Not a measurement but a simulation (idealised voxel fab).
process module | voxel wiring stack
cross-section cut | 185 nm wide | cells 5 nm
A cross-section is a grid of square cells, given in bands from the top down. A band is one or more rows of cells.
Each band's line starts with the height of the band's top and of its bottom, in nm. Then come its materials from left to right, each with its width in nm. One material with "throughout" fills the band from edge to edge. "air" is empty space.
Height 0 is the level under which the wafer as received is all one material. The lowest band goes on downwards, as in "0 down".
A width such as "30 to 40" changes by the same amount from each row of cells to the next, from the band's top row to its bottom row.
"no change" after a step means that no cell of the cross-section changed.
closed voids: empty space of 8 cells or more with no open way to the top, each as width x height at its distance from the left edge, in nm
after a step's settings: what the simulator itself notes on the step
overlay nm, on a step with a mask: how far to the right of its planned place the mask lay; to the left if negative
plan
1 op RECEIVE | material Si
2 op CONFORMAL_DEP | material SiO2 | thk nm 15
3 op DIRECTIONAL_DEP | material TiN | thk nm 5
4 op DIRECTIONAL_DEP | material W | thk nm 25
5 op DIRECTIONAL_DEP | material aC | thk nm 10
6 op PATTERN | tone cover | mask id METAL_1 | material resist | width nm 25 | pitch nm 55 | thk nm 30 | overlay nm 0
7 op DIRECTIONAL_ETCH | etch materials aC | depth nm 10
8 op STRIP | etch materials resist
9 op DIRECTIONAL_ETCH | etch materials W | depth nm 25
10 op DIRECTIONAL_ETCH | etch materials TiN | depth nm 5
11 op STRIP | etch materials aC
12 op CONFORMAL_DEP | material SiN | thk nm 5
13 op FILL_DEP | material lowk | thk nm 5
14 op CMP | height nm 45
15 op CONFORMAL_DEP | material SiCN | thk nm 5
16 op DIRECTIONAL_DEP | material lowk | thk nm 20
17 op DIRECTIONAL_DEP | material aC | thk nm 10
18 op PATTERN | tone open | mask id PLUG_1 | material resist | width nm 15 | pitch nm 110 | thk nm 25 | overlay nm 0
19 op DIRECTIONAL_ETCH | etch materials aC | depth nm 10
20 op STRIP | etch materials resist
21 op DIRECTIONAL_ETCH | etch materials lowk | depth nm 20
22 op DIRECTIONAL_ETCH | etch materials SiCN | depth nm 5
23 op STRIP | etch materials aC
24 op CONFORMAL_DEP | material TiN | thk nm 5
25 op FILL_DEP | material W | thk nm 5
26 op CMP | height nm 70
27 op CONFORMAL_DEP | material SiN | thk nm 5
28 op DIRECTIONAL_DEP | material lowk | thk nm 15
29 op MASKED_ETCH | tone open | mask id METAL_2 | width nm 25 | pitch nm 55 | etch materials lowk | depth nm 15 | overlay nm 0
30 op MASKED_ETCH | tone open | mask id METAL_2 | width nm 25 | pitch nm 55 | etch materials SiN | depth nm 5 | overlay nm 0
31 op CONFORMAL_DEP | material TiN | thk nm 5
32 op FILL_DEP | material Cu | thk nm 10
33 op CMP | height nm 90
34 op EPI | material Ru | thk nm 5
35 op FILL_DEP | material SiCN | thk nm 5
36 op DIRECTIONAL_DEP | material lowk | thk nm 10
37 op PATTERN | tone open | mask id PLUG_2 | material resist | width nm 15 | pitch nm 55 | thk nm 15 | overlay nm 0
38 op DIRECTIONAL_ETCH | etch materials lowk | depth nm 10
39 op DIRECTIONAL_ETCH | etch materials SiCN | depth nm 5
40 op STRIP | etch materials resist
41 op CONFORMAL_DEP | material TiN | thk nm 5
42 op FILL_DEP | material W | thk nm 10
43 op CMP | height nm 110
44 op CONFORMAL_DEP | material SiCN | thk nm 5
45 op DIRECTIONAL_DEP | material lowk | thk nm 15
46 op MASKED_ETCH | tone open | mask id METAL_3 | width nm 25 | pitch nm 55 | etch materials lowk | depth nm 15 | overlay nm 0
47 op MASKED_ETCH | tone open | mask id METAL_3 | width nm 25 | pitch nm 55 | etch materials SiCN | depth nm 5 | overlay nm 0
48 op CONFORMAL_DEP | material TiN | thk nm 5
49 op FILL_DEP | material Ru | thk nm 10
50 op CMP | height nm 130
51 op EPI | material Ru | thk nm 5
52 op FILL_DEP | material SiCN | thk nm 5
as received, after step 1
  0 down: Si throughout
  closed voids: none
first wafer at the end, as planned
  140 to 135: SiCN throughout
  135 to 130: SiCN 20 | Ru 35 | SiCN 20 | Ru 35 | SiCN 20 | Ru 35 | SiCN 20
  130 to 115: lowk 25 | TiN 5 | Ru 15 | TiN 5 | lowk 30 | TiN 5 | Ru 15 | TiN 5 | lowk 30 | TiN 5 | Ru 15 | TiN 5 | lowk 25
  115 to 110: SiCN 25 | TiN 25 | SiCN 30 | TiN 25 | SiCN 30 | TiN 25 | SiCN 25
  110 to 100: lowk 25 | TiN 5 | W 5 | TiN 5 | lowk 40 | TiN 5 | W 5 | TiN 5 | lowk 40 | TiN 5 | W 5 | TiN 5 | lowk 35
  100 to 95: SiCN 25 | TiN 15 | SiCN 40 | TiN 15 | SiCN 40 | TiN 15 | SiCN 35
  95 to 90: SiCN 20 | Ru 35 | SiCN 20 | Ru 35 | SiCN 20 | Ru 35 | SiCN 20
  90 to 75: lowk 25 | TiN 5 | Cu 15 | TiN 5 | lowk 30 | TiN 5 | Cu 15 | TiN 5 | lowk 30 | TiN 5 | Cu 15 | TiN 5 | lowk 25
  75 to 70: SiN 25 | TiN 25 | SiN 30 | TiN 25 | SiN 30 | TiN 25 | SiN 25
  70 to 50: lowk 25 | TiN 5 | W 5 | TiN 5 | lowk 95 | TiN 5 | W 5 | TiN 5 | lowk 35
  50 to 45: SiCN 25 | TiN 15 | SiCN 95 | TiN 15 | SiCN 35
  45 to 20: lowk 20 | SiN 5 | W 25 | SiN 5 | lowk 20 | SiN 5 | W 25 | SiN 5 | lowk 20 | SiN 5 | W 25 | SiN 5 | lowk 20
  20 to 15: SiN 25 | TiN 25 | SiN 30 | TiN 25 | SiN 30 | TiN 25 | SiN 25
  15 to 0: SiO2 throughout
  0 down: Si throughout
  closed voids: none
second wafer at the end: like start, like plan, one mistake
  140 to 135: SiCN throughout
  135 to 130: SiCN 20 | Ru 35 | SiCN 20 | Ru 35 | SiCN 20 | Ru 35 | SiCN 20
  130 to 115: lowk 25 | TiN 5 | Ru 15 | TiN 5 | lowk 30 | TiN 5 | Ru 15 | TiN 5 | lowk 30 | TiN 5 | Ru 15 | TiN 5 | lowk 25
  115 to 110: SiCN 25 | TiN 25 | SiCN 30 | TiN 25 | SiCN 30 | TiN 25 | SiCN 25
  110 to 100: lowk 25 | TiN 5 | W 5 | TiN 5 | lowk 40 | TiN 5 | W 5 | TiN 5 | lowk 40 | TiN 5 | W 5 | TiN 5 | lowk 35
  100 to 95: SiCN 25 | TiN 15 | SiCN 40 | TiN 15 | SiCN 40 | TiN 15 | SiCN 35
  95 to 90: Ru throughout
  90 to 80: Cu throughout
  80 to 75: TiN 30 | Cu 15 | TiN 40 | Cu 15 | TiN 40 | Cu 15 | TiN 30
  75 to 70: SiN 25 | TiN 25 | SiN 30 | TiN 25 | SiN 30 | TiN 25 | SiN 25
  70 to 50: lowk 25 | TiN 5 | W 5 | TiN 5 | lowk 95 | TiN 5 | W 5 | TiN 5 | lowk 35
  50 to 45: SiCN 25 | TiN 15 | SiCN 95 | TiN 15 | SiCN 35
  45 to 20: lowk 20 | SiN 5 | W 25 | SiN 5 | lowk 20 | SiN 5 | W 25 | SiN 5 | lowk 20 | SiN 5 | W 25 | SiN 5 | lowk 20
  20 to 15: SiN 25 | TiN 25 | SiN 30 | TiN 25 | SiN 30 | TiN 25 | SiN 25
  15 to 0: SiO2 throughout
  0 down: Si throughout
  closed voids: none
what went wrong: step 28 was left out
at the end the second wafer has, in cells: 56 more of Cu | 16 more of Ru | 16 fewer of SiCN | 10 more of TiN | 66 fewer of lowk
